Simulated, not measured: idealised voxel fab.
voxel transistor to metal: a process module
Xsec cut, 215 nm wide, square cell size 5 nm.
Cross-section = grid of square cells, listed top down in bands; band = one or more rows. Read a band's entry like this: the first values are the height of its top and the height of its bottom in nm, and what follows is the sequence of materials from left to right, each with its width in nm. Note that "empty" is empty space, and that a single material marked "all across" reaches across the band from edge to edge. Height is counted from the level 0, under which the received wafer is composed throughout of one material. The lowest of the bands is not closed at the bottom but continues downward, in the notation "z 0 and below". With a width like "30 to 40", each row of cells in the band differs from the next by the same amount, the top row carrying the first number and the bottom row the second. The cross-section has no changed cell in any step marked "everything unchanged". What "Closed cavities" gives you is every empty space of 8 cells or more that is cut off from the top. Each appears as width x height at distance, with the distance taken from the left edge and width, height and distance all in nm. Text after the settings on a step's line: the simulator's own remark on that step. For masked steps, "overlay nm" on the step line gives how far right of plan the mask actually lay; a minus sign means it lay to the left.
[Here's what the planned process steps look like]
1 RECEIVE | material Si
2 CONFORMAL_DEP | material SiO2 | thk nm 5
3 CONFORMAL_DEP | material SiN | thk nm 10
4 PATTERN | tone cover | mask id ACTIVE | material resist | width nm 110 | thk nm 15 | overlay nm 0
5 DIRECTIONAL_ETCH | etch materials SiN | depth nm 10
6 DIRECTIONAL_ETCH | etch materials SiO2 | depth nm 5
7 DIRECTIONAL_ETCH | etch materials Si | depth nm 20
8 STRIP | etch materials resist
9 OXIDIZE | depth nm 5
10 FILL_DEP | material SiO2 | thk nm 15
11 CMP | height nm 15
12 SELECTIVE_ETCH | etch materials SiO2 | depth nm 5
13 STRIP | etch materials SiN
14 SELECTIVE_ETCH | etch materials SiO2 | depth nm 5
15 OXIDIZE | depth nm 5
16 DIRECTIONAL_DEP | material polySi | thk nm 30
17 DIRECTIONAL_DEP | material SiCN | thk nm 10
18 PATTERN | tone cover | mask id GATE | material resist | width nm 20 | thk nm 15 | overlay nm 0
19 DIRECTIONAL_ETCH | etch materials SiCN | depth nm 20
20 DIRECTIONAL_ETCH | etch materials polySi | depth nm 40
21 STRIP | etch materials resist
22 CONFORMAL_DEP | material SiN | thk nm 10
23 DIRECTIONAL_ETCH | etch materials SiN | depth nm 10
24 DIRECTIONAL_ETCH | etch materials SiO2 | depth nm 5
25 DIRECTIONAL_ETCH | etch materials Si | depth nm 10
26 EPI | material pSi | thk nm 10
27 FILL_DEP | material SiO2 | thk nm 5
28 CMP | height nm 40
29 DIRECTIONAL_DEP | material SiO2 | thk nm 10
30 PATTERN | tone open | mask id CONTACT | material resist | width nm 20 | pitch nm 80 | thk nm 20 | overlay nm 0
31 DIRECTIONAL_ETCH | etch materials SiO2 | depth nm 55
32 STRIP | etch materials resist
33 CONFORMAL_DEP | material TiN | thk nm 5
34 FILL_DEP | material Ru | thk nm 5
35 CMP | height nm 50
36 CONFORMAL_DEP | material SiCN | thk nm 5
37 DIRECTIONAL_DEP | material lowk | thk nm 20
38 PATTERN | tone open | mask id METAL_1 | material resist | width nm 20 | pitch nm 80 | thk nm 15 | overlay nm 0
39 DIRECTIONAL_ETCH | etch materials lowk | depth nm 20
40 DIRECTIONAL_ETCH | etch materials SiCN | depth nm 5
41 STRIP | etch materials resist
42 CONFORMAL_DEP | material TiN | thk nm 5
43 FILL_DEP | material Cu | thk nm 10
44 CMP | height nm 75
45 CONFORMAL_DEP | material SiCN | thk nm 5
46 DIRECTIONAL_DEP | material SiO2 | thk nm 35
47 DIRECTIONAL_DEP | material aC | thk nm 15
48 PATTERN | tone open | mask id METAL_2_HOLES | material resist | width nm 15 | pitch nm 80 | thk nm 35 | overlay nm 0
49 DIRECTIONAL_ETCH | etch materials aC | depth nm 15
50 STRIP | etch materials resist
51 DIRECTIONAL_ETCH | etch materials SiO2 | depth nm 35
52 STRIP | etch materials aC
53 MASKED_ETCH | tone open | mask id METAL_2 | width nm 20 | pitch nm 80 | etch materials SiO2 | depth nm 20 | overlay nm 0
54 MASKED_ETCH | tone open | mask id METAL_2 | width nm 20 | pitch nm 80 | etch materials SiCN | depth nm 5 | overlay nm 0
55 CONFORMAL_DEP | material TiN | thk nm 5
56 FILL_DEP | material Ru | thk nm 5
57 CMP | height nm 115
58 CONFORMAL_DEP | material SiCN | thk nm 5
[Cross-sectional view of the wafer in its as-received condition, corresponding to the state after step 1]
> z 0 and below = Si all across
> Closed cavities: none
[Same starting wafer, same plan as above, one mistake in the execution; this is the cross-section at the end of the module]
> z 120 to 115 = SiCN all across
> z 115 to 100 = SiO2 55 nm; TiN 5 nm; Ru 10 nm; TiN 5 nm; SiO2 60 nm; TiN 5 nm; Ru 10 nm; TiN 5 nm; SiO2 60 nm
> z 100 to 95 = SiO2 55 nm; TiN 5 nm; Ru 5 nm; TiN 10 nm; SiO2 60 nm; TiN 5 nm; Ru 5 nm; TiN 10 nm; SiO2 60 nm
> z 95 to 80 = SiO2 55 nm; TiN 5 nm; Ru 5 nm; TiN 5 nm; SiO2 65 nm; TiN 5 nm; Ru 5 nm; TiN 5 nm; SiO2 65 nm
> z 80 to 75 = SiCN 55 nm; TiN 15 nm; SiCN 65 nm; TiN 15 nm; SiCN 65 nm
> z 75 to 55 = lowk 55 nm; TiN 5 nm; Cu 10 nm; TiN 5 nm; lowk 60 nm; TiN 5 nm; Cu 10 nm; TiN 5 nm; lowk 60 nm
> z 55 to 50 = SiCN 55 nm; TiN 20 nm; SiCN 60 nm; TiN 20 nm; SiCN 60 nm
> z 50 to 40 = SiO2 55 nm; TiN 5 nm; Ru 10 nm; TiN 5 nm; SiO2 60 nm; TiN 5 nm; Ru 10 nm; TiN 5 nm; SiO2 60 nm
> z 40 to 30 = SiO2 55 nm; TiN 5 nm; Ru 10 nm; TiN 5 nm; SiO2 10 nm; SiN 10 nm; SiCN 20 nm; SiN 10 nm; SiO2 10 nm; TiN 5 nm; Ru 10 nm; TiN 5 nm; SiO2 60 nm
> z 30 to 5 = SiO2 55 nm; TiN 5 nm; Ru 10 nm; TiN 5 nm; SiO2 10 nm; SiN 10 nm; polySi 20 nm; SiN 10 nm; SiO2 10 nm; TiN 5 nm; Ru 10 nm; TiN 5 nm; SiO2 60 nm
> z 5 to 0 = SiO2 45 nm; SiN 10 nm; TiN 5 nm; Ru 10 nm; TiN 5 nm; pSi 10 nm; SiN 10 nm; polySi 20 nm; SiN 10 nm; pSi 10 nm; TiN 5 nm; Ru 10 nm; TiN 5 nm; SiN 10 nm; SiO2 50 nm
> z 0 to -5 = SiO2 55 nm; TiN 20 nm; pSi 10 nm; SiO2 40 nm; pSi 10 nm; TiN 20 nm; SiO2 60 nm
> z -5 to -15 = SiO2 55 nm; pSi 30 nm; Si 40 nm; pSi 30 nm; SiO2 60 nm
> z -15 to -45 = SiO2 55 nm; Si 100 nm; SiO2 60 nm
> z -45 and below = Si all across
> Closed cavities: none
Short version of what went wrong: regarding the plan, step 7 was run twice
